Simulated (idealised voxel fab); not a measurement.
Process module, titled voxel ribs on slabs
cross-section cut | 255 nm wide | cells 5 nm
Cross-section, as written here: a square-cell grid given band by band from the top down, where a band holds one or more rows of cells.
The band entry comprises the height of the band's top followed by the height of its bottom, expressed in nm, and subsequently the band's materials from left to right, each stated together with its width in nm. Where a single material is marked with the word "throughout", that material fills the band from edge to edge. The word "air" represents empty space.
Heights are reckoned from 0. Under this level, the received wafer is all of one material. The bottommost band is open-ended downward, for example "0 nm and below".
A two-number width, for instance "30..40", indicates that the width is equal to the first number in the top row of the band and to the second number in the bottom row, and that it changes by a constant amount per row of cells.
Key: "remained the same" - step with no changed cell in the cross-section.
The list in "Cavities, closed" covers empty spaces of 8 cells or more that cannot reach the top through any open way, and it gives each as width x height at distance; the distance is from the left edge, and width, height and distance are in nm.
The remark found on a step's line after its settings is issued by the simulator itself and pertains to that step.
If you see "overlay nm" on a step's line and that step has a mask, it's telling you how far right of where it was planned the mask ended up; a negative number means it went left instead.

PLANNED STEP LIST FOR THE PROCESS
1,RECEIVE,material Si
2,DIRECTIONAL_DEP,material SiO2,thk nm 30
3,DIRECTIONAL_DEP,material polySi,thk nm 25
4,MASKED_ETCH,tone cover,mask id RIB,width nm 15,etch materials polySi,depth nm 5,overlay nm 0
5,MASKED_ETCH,tone cover,mask id SLAB,width nm 75,etch materials polySi,depth nm 20,overlay nm 0
6,FILL_DEP,material SiO2,thk nm 20
7,CMP,height nm 65
8,DIRECTIONAL_DEP,material TiN,thk nm 5
9,DIRECTIONAL_DEP,material aC,thk nm 15
10,PATTERN,tone cover,mask id HEATER,material resist,width nm 25,thk nm 30,overlay nm 0
11,DIRECTIONAL_ETCH,etch materials aC,depth nm 15
12,STRIP,etch materials resist
13,DIRECTIONAL_ETCH,etch materials TiN,depth nm 5
14,STRIP,etch materials aC
15,CONFORMAL_DEP,material SiO2,thk nm 10

WAFER CROSS-SECTION ON RECEIPT, I.E. AFTER STEP 1
* 0 nm and below | Si throughout
* Cavities, closed: none

POST-MODULE CROSS-SECTION OF THE FIRST OF TWO WAFERS (RUN PER PLAN)
* 80 nm to 75 nm | air (105)  SiO2 (45)  air (105)
* 75 nm to 70 nm | SiO2 throughout
* 70 nm to 65 nm | SiO2 (115)  TiN (25)  SiO2 (115)
* 65 nm to 55 nm | SiO2 throughout
* 55 nm to 50 nm | SiO2 (120)  polySi (15)  SiO2 (120)
* 50 nm to 30 nm | SiO2 (90)  polySi (75)  SiO2 (90)
* 30 nm to 0 nm | SiO2 throughout
* 0 nm and below | Si throughout
* Cavities, closed: none

THE SECOND WAFER, SHOWN IN CROSS-SECTION AFTER THE MODULE: STARTED THE SAME WAY AS THE FIRST AND GIVEN THE SAME PLAN, YET ONE MISTAKE CREPT INTO HOW IT WAS RUN
* 80 nm to 75 nm | air (105)  SiO2 (45)  air (105)
* 75 nm to 70 nm | SiO2 throughout
* 70 nm to 65 nm | SiO2 (115)  TiN (25)  SiO2 (115)
* 65 nm to 60 nm | SiO2 (120)  polySi (15)  SiO2 (120)
* 60 nm to 40 nm | SiO2 (90)  polySi (75)  SiO2 (90)
* 40 nm to 0 nm | SiO2 throughout
* 0 nm and below | Si throughout
* Cavities, closed: none
Finding, execution versus plan: rather than as planned, step 2 actually ran as DIRECTIONAL_DEP,material SiO2,thk nm 40
Comparing end states, the material composition by cell count is preserved from the first wafer to the second, while the locations of the cells are not.
